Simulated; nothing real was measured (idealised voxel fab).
Process module name: voxel wiring stack
For reference, the cross-section in this document is cut, with width 185 nm and square cells of 5 nm.
This document writes a cross-section as a grid whose cells are square, and gives it as bands, listed from the top down; one or more rows of cells form a band. Band: top height; bottom height; in nm. Then, left to right: material with width in nm, for each material. "throughout": a single material spanning edge to edge. "empty": empty space. Counting heights begins at 0, where everything beneath is, in the wafer as received, one material. The lowest band has no bottom; it goes on downwards, as "from 0 down" shows. Top row gets the first number, bottom row gets the second, and each row in between changes by the same step: that is how a band width like "30..40" works. When a step is marked "same as before", none of the cells in the cross-section changed during that step. Voids not open to the top, 8 cells minimum: see "Trapped void list". Written width x height at distance; distance is from the left edge; nm. On each step's line, the part that comes after the settings is the simulator's own comment on the step. A step's line can hold "overlay nm"; with a mask on that step, the setting says how far right of the planned place the mask lay, while a negative setting says it lay to the left.

**Planned step list for the process**
- 1: RECEIVE | material Si
- 2: CONFORMAL_DEP | material SiO2 | thk nm 15
- 3: DIRECTIONAL_DEP | material TiN | thk nm 5
- 4: DIRECTIONAL_DEP | material Ru | thk nm 25
- 5: PATTERN | tone cover | mask id METAL_1 | material resist | width nm 30 | pitch nm 45 | thk nm 15 | overlay nm 0
- 6: DIRECTIONAL_ETCH | etch materials Ru | depth nm 25
- 7: DIRECTIONAL_ETCH | etch materials TiN | depth nm 5
- 8: STRIP | etch materials resist
- 9: CONFORMAL_DEP | material SiCN | thk nm 5
- 10: FILL_DEP | material SiO2 | thk nm 5
- 11: CMP | height nm 45
- 12: CONFORMAL_DEP | material SiCN | thk nm 5
- 13: DIRECTIONAL_DEP | material lowk | thk nm 10
- 14: DIRECTIONAL_DEP | material aC | thk nm 15
- 15: PATTERN | tone open | mask id PLUG_1 | material resist | width nm 15 | pitch nm 90 | thk nm 30 | overlay nm 0
- 16: DIRECTIONAL_ETCH | etch materials aC | depth nm 15
- 17: STRIP | etch materials resist
- 18: DIRECTIONAL_ETCH | etch materials lowk | depth nm 10
- 19: DIRECTIONAL_ETCH | etch materials SiCN | depth nm 5
- 20: STRIP | etch materials aC
- 21: EPI | material Ru | thk nm 10
- 22: EPI | material Ru | thk nm 5
- 23: CONFORMAL_DEP | material SiN | thk nm 5
- 24: DIRECTIONAL_DEP | material lowk | thk nm 25
- 25: MASKED_ETCH | tone open | mask id METAL_2 | width nm 30 | pitch nm 45 | etch materials lowk | depth nm 25 | overlay nm 0
- 26: MASKED_ETCH | tone open | mask id METAL_2 | width nm 30 | pitch nm 45 | etch materials SiN | depth nm 5 | overlay nm 0
- 27: CONFORMAL_DEP | material TiN | thk nm 5
- 28: FILL_DEP | material Cu | thk nm 5
- 29: CMP | height nm 90
- 30: EPI | material Ru | thk nm 5
- 31: FILL_DEP | material SiCN | thk nm 5
- 32: DIRECTIONAL_DEP | material lowk | thk nm 25
- 33: DIRECTIONAL_DEP | material aC | thk nm 15
- 34: PATTERN | tone open | mask id METAL_3_HOLES | material resist | width nm 15 | pitch nm 45 | thk nm 35 | overlay nm 0
- 35: DIRECTIONAL_ETCH | etch materials aC | depth nm 15
- 36: STRIP | etch materials resist
- 37: DIRECTIONAL_ETCH | etch materials lowk | depth nm 25
- 38: STRIP | etch materials aC
- 39: DIRECTIONAL_DEP | material aC | thk nm 10
- 40: PATTERN | tone open | mask id METAL_3 | material resist | width nm 30 | pitch nm 45 | thk nm 30 | overlay nm 0
- 41: DIRECTIONAL_ETCH | etch materials aC | depth nm 10
- 42: STRIP | etch materials resist
- 43: DIRECTIONAL_ETCH | etch materials lowk | depth nm 15
- 44: DIRECTIONAL_ETCH | etch materials SiCN | depth nm 5
- 45: STRIP | etch materials aC
- 46: CONFORMAL_DEP | material TiN | thk nm 5
- 47: FILL_DEP | material Cu | thk nm 10
- 48: CMP | height nm 125
- 49: CONFORMAL_DEP | material SiN | thk nm 5

**The following pertains to the first of two wafers, which was processed as planned**

**Cross-section of the wafer as it came to us, i.e., already through step 1**
* from 0 down = Si throughout
* Trapped void list: none

**The following cross-section depicts the wafer upon completion of step 2**
* from 15 to 0 = SiO2 throughout
* Below 0 it's all the same as before, nothing changed down there.

**The following cross-section depicts the wafer upon completion of step 3**
* from 20 to 15 = TiN throughout
* Below 15 it's all the same as before, nothing changed down there.

**The following cross-section depicts the wafer upon completion of step 4**
* from 45 to 20 = Ru throughout
* Below 20 it's all the same as before, nothing changed down there.

**The following cross-section depicts the wafer upon completion of step 5**
* from 60 to 45 = 30 empty | 30 resist | 15 empty | 30 resist | 15 empty | 30 resist | 35 empty
* Below 45 it's all the same as before, nothing changed down there.

**The following cross-section depicts the wafer upon completion of step 6**
* from 60 to 45 = 30 empty | 30 resist | 15 empty | 30 resist | 15 empty | 30 resist | 35 empty
* from 45 to 20 = 30 empty | 30 Ru | 15 empty | 30 Ru | 15 empty | 30 Ru | 35 empty
* Below 20 it's all the same as before, nothing changed down there.

**The following cross-section depicts the wafer upon completion of step 7**
* from 60 to 45 = 30 empty | 30 resist | 15 empty | 30 resist | 15 empty | 30 resist | 35 empty
* from 45 to 20 = 30 empty | 30 Ru | 15 empty | 30 Ru | 15 empty | 30 Ru | 35 empty
* from 20 to 15 = 30 empty | 30 TiN | 15 empty | 30 TiN | 15 empty | 30 TiN | 35 empty
* Below 15 it's all the same as before, nothing changed down there.

**The following cross-section depicts the wafer upon completion of step 8**
* from 45 to 20 = 30 empty | 30 Ru | 15 empty | 30 Ru | 15 empty | 30 Ru | 35 empty
* Below 20 it's all the same as before, nothing changed down there.

**The following cross-section depicts the wafer upon completion of step 9**
* from 50 to 45 = 25 empty | 40 SiCN | 5 empty | 40 SiCN | 5 empty | 40 SiCN | 30 empty
* from 45 to 20 = 25 empty | 5 SiCN | 30 Ru | 5 SiCN | 5 empty | 5 SiCN | 30 Ru | 5 SiCN | 5 empty | 5 SiCN | 30 Ru | 5 SiCN | 30 empty
* from 20 to 15 = 30 SiCN | 30 TiN | 15 SiCN | 30 TiN | 15 SiCN | 30 TiN | 35 SiCN
* Below 15 it's all the same as before, nothing changed down there.

**The following cross-section depicts the wafer upon completion of step 10**
* from 55 to 50 = SiO2 throughout
* from 50 to 45 = 25 SiO2 | 40 SiCN | 5 SiO2 | 40 SiCN | 5 SiO2 | 40 SiCN | 30 SiO2
* from 45 to 20 = 25 SiO2 | 5 SiCN | 30 Ru | 5 SiCN | 5 SiO2 | 5 SiCN | 30 Ru | 5 SiCN | 5 SiO2 | 5 SiCN | 30 Ru | 5 SiCN | 30 SiO2
* Below 20 it's all the same as before, nothing changed down there.

**The following cross-section depicts the wafer upon completion of step 11**
* from 45 to 20 = 25 SiO2 | 5 SiCN | 30 Ru | 5 SiCN | 5 SiO2 | 5 SiCN | 30 Ru | 5 SiCN | 5 SiO2 | 5 SiCN | 30 Ru | 5 SiCN | 30 SiO2
* Below 20 it's all the same as before, nothing changed down there.

**The following cross-section depicts the wafer upon completion of step 12**
* from 50 to 45 = SiCN throughout
* Below 45 it's all the same as before, nothing changed down there.

**The following cross-section depicts the wafer upon completion of step 13**
* from 60 to 50 = lowk throughout
* Below 50 it's all the same as before, nothing changed down there.

**The following cross-section depicts the wafer upon completion of step 14**
* from 75 to 60 = aC throughout
* Below 60 it's all the same as before, nothing changed down there.

**The following cross-section depicts the wafer upon completion of step 15**
* from 105 to 75 = 30 resist | 15 empty | 75 resist | 15 empty | 50 resist
* Below 75 it's all the same as before, nothing changed down there.

**The following cross-section depicts the wafer upon completion of step 16**
* from 90 to 75 = 30 resist | 15 empty | 75 resist | 15 empty | 50 resist
* from 75 to 60 = 30 aC | 15 empty | 75 aC | 15 empty | 50 aC
* Below 60 it's all the same as before, nothing changed down there.

**The following cross-section depicts the wafer upon completion of step 17**
* from 75 to 60 = 30 aC | 15 empty | 75 aC | 15 empty | 50 aC
* Below 60 it's all the same as before, nothing changed down there.

**The following cross-section depicts the wafer upon completion of step 18**
* from 75 to 60 = 30 aC | 15 empty | 75 aC | 15 empty | 50 aC
* from 60 to 50 = 30 lowk | 15 empty | 75 lowk | 15 empty | 50 lowk
* Below 50 it's all the same as before, nothing changed down there.

**The following cross-section depicts the wafer upon completion of step 19**
* from 75 to 60 = 30 aC | 15 empty | 75 aC | 15 empty | 50 aC
* from 60 to 50 = 30 lowk | 15 empty | 75 lowk | 15 empty | 50 lowk
* from 50 to 45 = 30 SiCN | 15 empty | 75 SiCN | 15 empty | 50 SiCN
* Below 45 it's all the same as before, nothing changed down there.

**The following cross-section depicts the wafer upon completion of step 20**
* from 60 to 50 = 30 lowk | 15 empty | 75 lowk | 15 empty | 50 lowk
* Below 50 it's all the same as before, nothing changed down there.

**The following cross-section depicts the wafer upon completion of step 21**
* from 60 to 55 = 30 lowk | 15 empty | 75 lowk | 15 empty | 50 lowk
* from 55 to 50 = 30 lowk | 15 Ru | 75 lowk | 15 Ru | 50 lowk
* from 50 to 45 = 30 SiCN | 15 Ru | 75 SiCN | 15 Ru | 50 SiCN
* Below 45 it's all the same as before, nothing changed down there.

**The following cross-section depicts the wafer upon completion of step 22**
* from 60 to 50 = 30 lowk | 15 Ru | 75 lowk | 15 Ru | 50 lowk
* Below 50 it's all the same as before, nothing changed down there.

**The following cross-section depicts the wafer upon completion of step 23**
* from 65 to 60 = SiN throughout
* Below 60 it's all the same as before, nothing changed down there.

**The following cross-section depicts the wafer upon completion of step 24**
* from 90 to 65 = lowk throughout
* Below 65 it's all the same as before, nothing changed down there.

**The following cross-section depicts the wafer upon completion of step 25**
* from 90 to 65 = 30 lowk | 30 empty | 15 lowk | 30 empty | 15 lowk | 30 empty | 35 lowk
* Below 65 it's all the same as before, nothing changed down there.

**The following cross-section depicts the wafer upon completion of step 26**
* from 90 to 65 = 30 lowk | 30 empty | 15 lowk | 30 empty | 15 lowk | 30 empty | 35 lowk
* from 65 to 60 = 30 SiN | 30 empty | 15 SiN | 30 empty | 15 SiN | 30 empty | 35 SiN
* Below 60 it's all the same as before, nothing changed down there.

**The following cross-section depicts the wafer upon completion of step 27**
* from 95 to 90 = 35 TiN | 20 empty | 25 TiN | 20 empty | 25 TiN | 20 empty | 40 TiN
* from 90 to 65 = 30 lowk | 5 TiN | 20 empty | 5 TiN | 15 lowk | 5 TiN | 20 empty | 5 TiN | 15 lowk | 5 TiN | 20 empty | 5 TiN | 35 lowk
* from 65 to 60 = 30 SiN | 30 TiN | 15 SiN | 30 TiN | 15 SiN | 30 TiN | 35 SiN
* Below 60 it's all the same as before, nothing changed down there.

**The following cross-section depicts the wafer upon completion of step 28**
* from 100 to 95 = Cu throughout
* from 95 to 90 = 35 TiN | 20 Cu | 25 TiN | 20 Cu | 25 TiN | 20 Cu | 40 TiN
* from 90 to 65 = 30 lowk | 5 TiN | 20 Cu | 5 TiN | 15 lowk | 5 TiN | 20 Cu | 5 TiN | 15 lowk | 5 TiN | 20 Cu | 5 TiN | 35 lowk
* Below 65 it's all the same as before, nothing changed down there.

**The following cross-section depicts the wafer upon completion of step 29**
* from 90 to 65 = 30 lowk | 5 TiN | 20 Cu | 5 TiN | 15 lowk | 5 TiN | 20 Cu | 5 TiN | 15 lowk | 5 TiN | 20 Cu | 5 TiN | 35 lowk
* Below 65 it's all the same as before, nothing changed down there.

**The following cross-section depicts the wafer upon completion of step 30**
* from 95 to 90 = 25 empty | 40 Ru | 5 empty | 40 Ru | 5 empty | 40 Ru | 30 empty
* Below 90 it's all the same as before, nothing changed down there.

**The following cross-section depicts the wafer upon completion of step 31**
* from 100 to 95 = SiCN throughout
* from 95 to 90 = 25 SiCN | 40 Ru | 5 SiCN | 40 Ru | 5 SiCN | 40 Ru | 30 SiCN
* Below 90 it's all the same as before, nothing changed down there.

**The following cross-section depicts the wafer upon completion of step 32**
* from 125 to 100 = lowk throughout
* Below 100 it's all the same as before, nothing changed down there.

**The following cross-section depicts the wafer upon completion of step 33**
* from 140 to 125 = aC throughout
* Below 125 it's all the same as before, nothing changed down there.

**The following cross-section depicts the wafer upon completion of step 34**
* from 175 to 140 = 30 resist | 15 empty | 30 resist | 15 empty | 30 resist | 15 empty | 50 resist
* Below 140 it's all the same as before, nothing changed down there.

**The following cross-section depicts the wafer upon completion of step 35**
* from 160 to 140 = 30 resist | 15 empty | 30 resist | 15 empty | 30 resist | 15 empty | 50 resist
* from 140 to 125 = 30 aC | 15 empty | 30 aC | 15 empty | 30 aC | 15 empty | 50 aC
* Below 125 it's all the same as before, nothing changed down there.

**The following cross-section depicts the wafer upon completion of step 36**
* from 140 to 125 = 30 aC | 15 empty | 30 aC | 15 empty | 30 aC | 15 empty | 50 aC
* Below 125 it's all the same as before, nothing changed down there.

**The following cross-section depicts the wafer upon completion of step 37**
* from 140 to 125 = 30 aC | 15 empty | 30 aC | 15 empty | 30 aC | 15 empty | 50 aC
* from 125 to 100 = 30 lowk | 15 empty | 30 lowk | 15 empty | 30 lowk | 15 empty | 50 lowk
* Below 100 it's all the same as before, nothing changed down there.

**The following cross-section depicts the wafer upon completion of step 38**
* from 125 to 100 = 30 lowk | 15 empty | 30 lowk | 15 empty | 30 lowk | 15 empty | 50 lowk
* Below 100 it's all the same as before, nothing changed down there.

**The following cross-section depicts the wafer upon completion of step 39**
* from 135 to 125 = 30 aC | 15 empty | 30 aC | 15 empty | 30 aC | 15 empty | 50 aC
* from 125 to 110 = 30 lowk | 15 empty | 30 lowk | 15 empty | 30 lowk | 15 empty | 50 lowk
* from 110 to 100 = 30 lowk | 15 aC | 30 lowk | 15 aC | 30 lowk | 15 aC | 50 lowk
* Below 100 it's all the same as before, nothing changed down there.

**The following cross-section depicts the wafer upon completion of step 40**
* from 165 to 135 = 30 resist | 30 empty | 15 resist | 30 empty | 15 resist | 30 empty | 35 resist
* Below 135 it's all the same as before, nothing changed down there.

**The following cross-section depicts the wafer upon completion of step 41**
* from 155 to 135 = 30 resist | 30 empty | 15 resist | 30 empty | 15 resist | 30 empty | 35 resist
* from 135 to 125 = 30 aC | 30 empty | 15 aC | 30 empty | 15 aC | 30 empty | 35 aC
* from 125 to 100 = 30 lowk | 15 empty | 30 lowk | 15 empty | 30 lowk | 15 empty | 50 lowk
* Below 100 it's all the same as before, nothing changed down there.

**The following cross-section depicts the wafer upon completion of step 42**
* from 135 to 125 = 30 aC | 30 empty | 15 aC | 30 empty | 15 aC | 30 empty | 35 aC
* Below 125 it's all the same as before, nothing changed down there.

**The following cross-section depicts the wafer upon completion of step 43**
* from 135 to 125 = 30 aC | 30 empty | 15 aC | 30 empty | 15 aC | 30 empty | 35 aC
* from 125 to 110 = 30 lowk | 30 empty | 15 lowk | 30 empty | 15 lowk | 30 empty | 35 lowk
* Below 110 it's all the same as before, nothing changed down there.

**The following cross-section depicts the wafer upon completion of step 44**
* from 135 to 125 = 30 aC | 30 empty | 15 aC | 30 empty | 15 aC | 30 empty | 35 aC
* from 125 to 110 = 30 lowk | 30 empty | 15 lowk | 30 empty | 15 lowk | 30 empty | 35 lowk
* from 110 to 100 = 30 lowk | 15 empty | 30 lowk | 15 empty | 30 lowk | 15 empty | 50 lowk
* from 100 to 95 = 30 SiCN | 15 empty | 30 SiCN | 15 empty | 30 SiCN | 15 empty | 50 SiCN
* Below 95 it's all the same as before, nothing changed down there.

**The following cross-section depicts the wafer upon completion of step 45**
* from 125 to 110 = 30 lowk | 30 empty | 15 lowk | 30 empty | 15 lowk | 30 empty | 35 lowk
* Below 110 it's all the same as before, nothing changed down there.

**The following cross-section depicts the wafer upon completion of step 46**
* from 130 to 125 = 35 TiN | 20 empty | 25 TiN | 20 empty | 25 TiN | 20 empty | 40 TiN
* from 125 to 115 = 30 lowk | 5 TiN | 20 empty | 5 TiN | 15 lowk | 5 TiN | 20 empty | 5 TiN | 15 lowk | 5 TiN | 20 empty | 5 TiN | 35 lowk
* from 115 to 110 = 30 lowk | 5 TiN | 5 empty | 20 TiN | 15 lowk | 5 TiN | 5 empty | 20 TiN | 15 lowk | 5 TiN | 5 empty | 20 TiN | 35 lowk
* from 110 to 100 = 30 lowk | 5 TiN | 5 empty | 5 TiN | 30 lowk | 5 TiN | 5 empty | 5 TiN | 30 lowk | 5 TiN | 5 empty | 5 TiN | 50 lowk
* from 100 to 95 = 30 SiCN | 15 TiN | 30 SiCN | 15 TiN | 30 SiCN | 15 TiN | 50 SiCN
* Below 95 it's all the same as before, nothing changed down there.

**The following cross-section depicts the wafer upon completion of step 47**
* from 140 to 130 = Cu throughout
* from 130 to 125 = 35 TiN | 20 Cu | 25 TiN | 20 Cu | 25 TiN | 20 Cu | 40 TiN
* from 125 to 115 = 30 lowk | 5 TiN | 20 Cu | 5 TiN | 15 lowk | 5 TiN | 20 Cu | 5 TiN | 15 lowk | 5 TiN | 20 Cu | 5 TiN | 35 lowk
* from 115 to 110 = 30 lowk | 5 TiN | 5 Cu | 20 TiN | 15 lowk | 5 TiN | 5 Cu | 20 TiN | 15 lowk | 5 TiN | 5 Cu | 20 TiN | 35 lowk
* from 110 to 100 = 30 lowk | 5 TiN | 5 Cu | 5 TiN | 30 lowk | 5 TiN | 5 Cu | 5 TiN | 30 lowk | 5 TiN | 5 Cu | 5 TiN | 50 lowk
* Below 100 it's all the same as before, nothing changed down there.

**The following cross-section depicts the wafer upon completion of step 48**
* from 125 to 115 = 30 lowk | 5 TiN | 20 Cu | 5 TiN | 15 lowk | 5 TiN | 20 Cu | 5 TiN | 15 lowk | 5 TiN | 20 Cu | 5 TiN | 35 lowk
* Below 115 it's all the same as before, nothing changed down there.

**The following cross-section depicts the wafer upon completion of step 49**
* from 130 to 125 = SiN throughout
* Below 125 it's all the same as before, nothing changed down there.

**Okay, second wafer. Nothing different at the start, nothing different in the plan, just one mistake somewhere in the running. As far as step 11, counting that step, it's the first wafer all over again**

**Cross-sectional representation of the second wafer at the time designated in the plan for the completion of step 12**
* from 50 to 45 = SiN throughout
* Below 45 it's all the same as before, nothing changed down there.

**Cross-sectional representation of the second wafer at the time designated in the plan for the completion of step 13**
* from 60 to 50 = lowk throughout
* Below 50 it's all the same as before, nothing changed down there.

**Cross-sectional representation of the second wafer at the time designated in the plan for the completion of step 14**
* from 75 to 60 = aC throughout
* Below 60 it's all the same as before, nothing changed down there.

**Cross-sectional representation of the second wafer at the time designated in the plan for the completion of step 15**
* from 105 to 75 = 30 resist | 15 empty | 75 resist | 15 empty | 50 resist
* Below 75 it's all the same as before, nothing changed down there.

**Cross-sectional representation of the second wafer at the time designated in the plan for the completion of step 16**
* from 90 to 75 = 30 resist | 15 empty | 75 resist | 15 empty | 50 resist
* from 75 to 60 = 30 aC | 15 empty | 75 aC | 15 empty | 50 aC
* Below 60 it's all the same as before, nothing changed down there.

**Cross-sectional representation of the second wafer at the time designated in the plan for the completion of step 17**
* from 75 to 60 = 30 aC | 15 empty | 75 aC | 15 empty | 50 aC
* Below 60 it's all the same as before, nothing changed down there.

**Cross-sectional representation of the second wafer at the time designated in the plan for the completion of step 18**
* from 75 to 60 = 30 aC | 15 empty | 75 aC | 15 empty | 50 aC
* from 60 to 50 = 30 lowk | 15 empty | 75 lowk | 15 empty | 50 lowk
* Below 50 it's all the same as before, nothing changed down there.

Cross-sectional representation of the second wafer at the time designated in the plan for the completion of step 19: same as before

**Cross-sectional representation of the second wafer at the time designated in the plan for the completion of step 20**
* from 60 to 50 = 30 lowk | 15 empty | 75 lowk | 15 empty | 50 lowk
* Below 50 it's all the same as before, nothing changed down there.

Cross-sectional representation of the second wafer at the time designated in the plan for the completion of step 21: same as before

Cross-sectional representation of the second wafer at the time designated in the plan for the completion of step 22: same as before

**Cross-sectional representation of the second wafer at the time designated in the plan for the completion of step 23**
* from 65 to 60 = 35 SiN | 5 empty | 85 SiN | 5 empty | 55 SiN
* from 60 to 55 = 30 lowk | 5 SiN | 5 empty | 5 SiN | 75 lowk | 5 SiN | 5 empty | 5 SiN | 50 lowk
* from 55 to 50 = 30 lowk | 15 SiN | 75 lowk | 15 SiN | 50 lowk
* Below 50 it's all the same as before, nothing changed down there.

**Cross-sectional representation of the second wafer at the time designated in the plan for the completion of step 24**
* from 90 to 80 = 35 lowk | 5 empty | 85 lowk | 5 empty | 55 lowk
* from 80 to 65 = lowk throughout
* from 65 to 60 = 35 SiN | 5 lowk | 85 SiN | 5 lowk | 55 SiN
* from 60 to 55 = 30 lowk | 5 SiN | 5 lowk | 5 SiN | 75 lowk | 5 SiN | 5 lowk | 5 SiN | 50 lowk
* Below 55 it's all the same as before, nothing changed down there.

**Cross-sectional representation of the second wafer at the time designated in the plan for the completion of step 25**
* from 90 to 65 = 30 lowk | 30 empty | 15 lowk | 30 empty | 15 lowk | 30 empty | 35 lowk
* from 65 to 60 = 35 SiN | 5 empty | 85 SiN | 5 empty | 55 SiN
* from 60 to 55 = 30 lowk | 5 SiN | 5 empty | 5 SiN | 75 lowk | 5 SiN | 5 empty | 5 SiN | 50 lowk
* Below 55 it's all the same as before, nothing changed down there.

**Cross-sectional representation of the second wafer at the time designated in the plan for the completion of step 26**
* from 90 to 65 = 30 lowk | 30 empty | 15 lowk | 30 empty | 15 lowk | 30 empty | 35 lowk
* from 65 to 60 = 30 SiN | 30 empty | 15 SiN | 30 empty | 15 SiN | 30 empty | 35 SiN
* from 60 to 50 = 30 lowk | 5 SiN | 5 empty | 5 SiN | 75 lowk | 5 SiN | 5 empty | 5 SiN | 50 lowk
* Below 50 it's all the same as before, nothing changed down there.

**Cross-sectional representation of the second wafer at the time designated in the plan for the completion of step 27**
* from 95 to 90 = 35 TiN | 20 empty | 25 TiN | 20 empty | 25 TiN | 20 empty | 40 TiN
* from 90 to 65 = 30 lowk | 5 TiN | 20 empty | 5 TiN | 15 lowk | 5 TiN | 20 empty | 5 TiN | 15 lowk | 5 TiN | 20 empty | 5 TiN | 35 lowk
* from 65 to 60 = 30 SiN | 30 TiN | 15 SiN | 30 TiN | 15 SiN | 30 TiN | 35 SiN
* from 60 to 50 = 30 lowk | 5 SiN | 5 TiN | 5 SiN | 75 lowk | 5 SiN | 5 TiN | 5 SiN | 50 lowk
* Below 50 it's all the same as before, nothing changed down there.

**Cross-sectional representation of the second wafer at the time designated in the plan for the completion of step 28**
* from 100 to 95 = Cu throughout
* from 95 to 90 = 35 TiN | 20 Cu | 25 TiN | 20 Cu | 25 TiN | 20 Cu | 40 TiN
* from 90 to 65 = 30 lowk | 5 TiN | 20 Cu | 5 TiN | 15 lowk | 5 TiN | 20 Cu | 5 TiN | 15 lowk | 5 TiN | 20 Cu | 5 TiN | 35 lowk
* Below 65 it's all the same as before, nothing changed down there.

**Cross-sectional representation of the second wafer at the time designated in the plan for the completion of step 29**
* from 90 to 65 = 30 lowk | 5 TiN | 20 Cu | 5 TiN | 15 lowk | 5 TiN | 20 Cu | 5 TiN | 15 lowk | 5 TiN | 20 Cu | 5 TiN | 35 lowk
* Below 65 it's all the same as before, nothing changed down there.

**Cross-sectional representation of the second wafer at the time designated in the plan for the completion of step 30**
* from 95 to 90 = 25 empty | 40 Ru | 5 empty | 40 Ru | 5 empty | 40 Ru | 30 empty
* Below 90 it's all the same as before, nothing changed down there.

**Cross-sectional representation of the second wafer at the time designated in the plan for the completion of step 31**
* from 100 to 95 = SiCN throughout
* from 95 to 90 = 25 SiCN | 40 Ru | 5 SiCN | 40 Ru | 5 SiCN | 40 Ru | 30 SiCN
* Below 90 it's all the same as before, nothing changed down there.

**Cross-sectional representation of the second wafer at the time designated in the plan for the completion of step 32**
* from 125 to 100 = lowk throughout
* Below 100 it's all the same as before, nothing changed down there.

**Cross-sectional representation of the second wafer at the time designated in the plan for the completion of step 33**
* from 140 to 125 = aC throughout
* Below 125 it's all the same as before, nothing changed down there.

**Cross-sectional representation of the second wafer at the time designated in the plan for the completion of step 34**
* from 175 to 140 = 30 resist | 15 empty | 30 resist | 15 empty | 30 resist | 15 empty | 50 resist
* Below 140 it's all the same as before, nothing changed down there.

**Cross-sectional representation of the second wafer at the time designated in the plan for the completion of step 35**
* from 160 to 140 = 30 resist | 15 empty | 30 resist | 15 empty | 30 resist | 15 empty | 50 resist
* from 140 to 125 = 30 aC | 15 empty | 30 aC | 15 empty | 30 aC | 15 empty | 50 aC
* Below 125 it's all the same as before, nothing changed down there.

**Cross-sectional representation of the second wafer at the time designated in the plan for the completion of step 36**
* from 140 to 125 = 30 aC | 15 empty | 30 aC | 15 empty | 30 aC | 15 empty | 50 aC
* Below 125 it's all the same as before, nothing changed down there.

**Cross-sectional representation of the second wafer at the time designated in the plan for the completion of step 37**
* from 140 to 125 = 30 aC | 15 empty | 30 aC | 15 empty | 30 aC | 15 empty | 50 aC
* from 125 to 100 = 30 lowk | 15 empty | 30 lowk | 15 empty | 30 lowk | 15 empty | 50 lowk
* Below 100 it's all the same as before, nothing changed down there.

**Cross-sectional representation of the second wafer at the time designated in the plan for the completion of step 38**
* from 125 to 100 = 30 lowk | 15 empty | 30 lowk | 15 empty | 30 lowk | 15 empty | 50 lowk
* Below 100 it's all the same as before, nothing changed down there.

**Cross-sectional representation of the second wafer at the time designated in the plan for the completion of step 39**
* from 135 to 125 = 30 aC | 15 empty | 30 aC | 15 empty | 30 aC | 15 empty | 50 aC
* from 125 to 110 = 30 lowk | 15 empty | 30 lowk | 15 empty | 30 lowk | 15 empty | 50 lowk
* from 110 to 100 = 30 lowk | 15 aC | 30 lowk | 15 aC | 30 lowk | 15 aC | 50 lowk
* Below 100 it's all the same as before, nothing changed down there.

**Cross-sectional representation of the second wafer at the time designated in the plan for the completion of step 40**
* from 165 to 135 = 30 resist | 30 empty | 15 resist | 30 empty | 15 resist | 30 empty | 35 resist
* Below 135 it's all the same as before, nothing changed down there.

**Cross-sectional representation of the second wafer at the time designated in the plan for the completion of step 41**
* from 155 to 135 = 30 resist | 30 empty | 15 resist | 30 empty | 15 resist | 30 empty | 35 resist
* from 135 to 125 = 30 aC | 30 empty | 15 aC | 30 empty | 15 aC | 30 empty | 35 aC
* from 125 to 100 = 30 lowk | 15 empty | 30 lowk | 15 empty | 30 lowk | 15 empty | 50 lowk
* Below 100 it's all the same as before, nothing changed down there.

**Cross-sectional representation of the second wafer at the time designated in the plan for the completion of step 42**
* from 135 to 125 = 30 aC | 30 empty | 15 aC | 30 empty | 15 aC | 30 empty | 35 aC
* Below 125 it's all the same as before, nothing changed down there.

**Cross-sectional representation of the second wafer at the time designated in the plan for the completion of step 43**
* from 135 to 125 = 30 aC | 30 empty | 15 aC | 30 empty | 15 aC | 30 empty | 35 aC
* from 125 to 110 = 30 lowk | 30 empty | 15 lowk | 30 empty | 15 lowk | 30 empty | 35 lowk
* Below 110 it's all the same as before, nothing changed down there.

**Cross-sectional representation of the second wafer at the time designated in the plan for the completion of step 44**
* from 135 to 125 = 30 aC | 30 empty | 15 aC | 30 empty | 15 aC | 30 empty | 35 aC
* from 125 to 110 = 30 lowk | 30 empty | 15 lowk | 30 empty | 15 lowk | 30 empty | 35 lowk
* from 110 to 100 = 30 lowk | 15 empty | 30 lowk | 15 empty | 30 lowk | 15 empty | 50 lowk
* from 100 to 95 = 30 SiCN | 15 empty | 30 SiCN | 15 empty | 30 SiCN | 15 empty | 50 SiCN
* Below 95 it's all the same as before, nothing changed down there.

**Cross-sectional representation of the second wafer at the time designated in the plan for the completion of step 45**
* from 125 to 110 = 30 lowk | 30 empty | 15 lowk | 30 empty | 15 lowk | 30 empty | 35 lowk
* Below 110 it's all the same as before, nothing changed down there.

**Cross-sectional representation of the second wafer at the time designated in the plan for the completion of step 46**
* from 130 to 125 = 35 TiN | 20 empty | 25 TiN | 20 empty | 25 TiN | 20 empty | 40 TiN
* from 125 to 115 = 30 lowk | 5 TiN | 20 empty | 5 TiN | 15 lowk | 5 TiN | 20 empty | 5 TiN | 15 lowk | 5 TiN | 20 empty | 5 TiN | 35 lowk
* from 115 to 110 = 30 lowk | 5 TiN | 5 empty | 20 TiN | 15 lowk | 5 TiN | 5 empty | 20 TiN | 15 lowk | 5 TiN | 5 empty | 20 TiN | 35 lowk
* from 110 to 100 = 30 lowk | 5 TiN | 5 empty | 5 TiN | 30 lowk | 5 TiN | 5 empty | 5 TiN | 30 lowk | 5 TiN | 5 empty | 5 TiN | 50 lowk
* from 100 to 95 = 30 SiCN | 15 TiN | 30 SiCN | 15 TiN | 30 SiCN | 15 TiN | 50 SiCN
* Below 95 it's all the same as before, nothing changed down there.

**Cross-sectional representation of the second wafer at the time designated in the plan for the completion of step 47**
* from 140 to 130 = Cu throughout
* from 130 to 125 = 35 TiN | 20 Cu | 25 TiN | 20 Cu | 25 TiN | 20 Cu | 40 TiN
* from 125 to 115 = 30 lowk | 5 TiN | 20 Cu | 5 TiN | 15 lowk | 5 TiN | 20 Cu | 5 TiN | 15 lowk | 5 TiN | 20 Cu | 5 TiN | 35 lowk
* from 115 to 110 = 30 lowk | 5 TiN | 5 Cu | 20 TiN | 15 lowk | 5 TiN | 5 Cu | 20 TiN | 15 lowk | 5 TiN | 5 Cu | 20 TiN | 35 lowk
* from 110 to 100 = 30 lowk | 5 TiN | 5 Cu | 5 TiN | 30 lowk | 5 TiN | 5 Cu | 5 TiN | 30 lowk | 5 TiN | 5 Cu | 5 TiN | 50 lowk
* Below 100 it's all the same as before, nothing changed down there.

**Cross-sectional representation of the second wafer at the time designated in the plan for the completion of step 48**
* from 125 to 115 = 30 lowk | 5 TiN | 20 Cu | 5 TiN | 15 lowk | 5 TiN | 20 Cu | 5 TiN | 15 lowk | 5 TiN | 20 Cu | 5 TiN | 35 lowk
* Below 115 it's all the same as before, nothing changed down there.

**Cross-sectional representation of the second wafer at the time designated in the plan for the completion of step 49**
* from 130 to 125 = SiN throughout
* Below 125 it's all the same as before, nothing changed down there.
Misprocessing identified: step 12 did not happen as planned, as run it was CONFORMAL_DEP | material SiN | thk nm 5
The second wafer ends with more or fewer cells of some materials than the first, per final count: Ru: 18 fewer | SiCN: 31 fewer | SiN: 45 more | TiN: 4 more
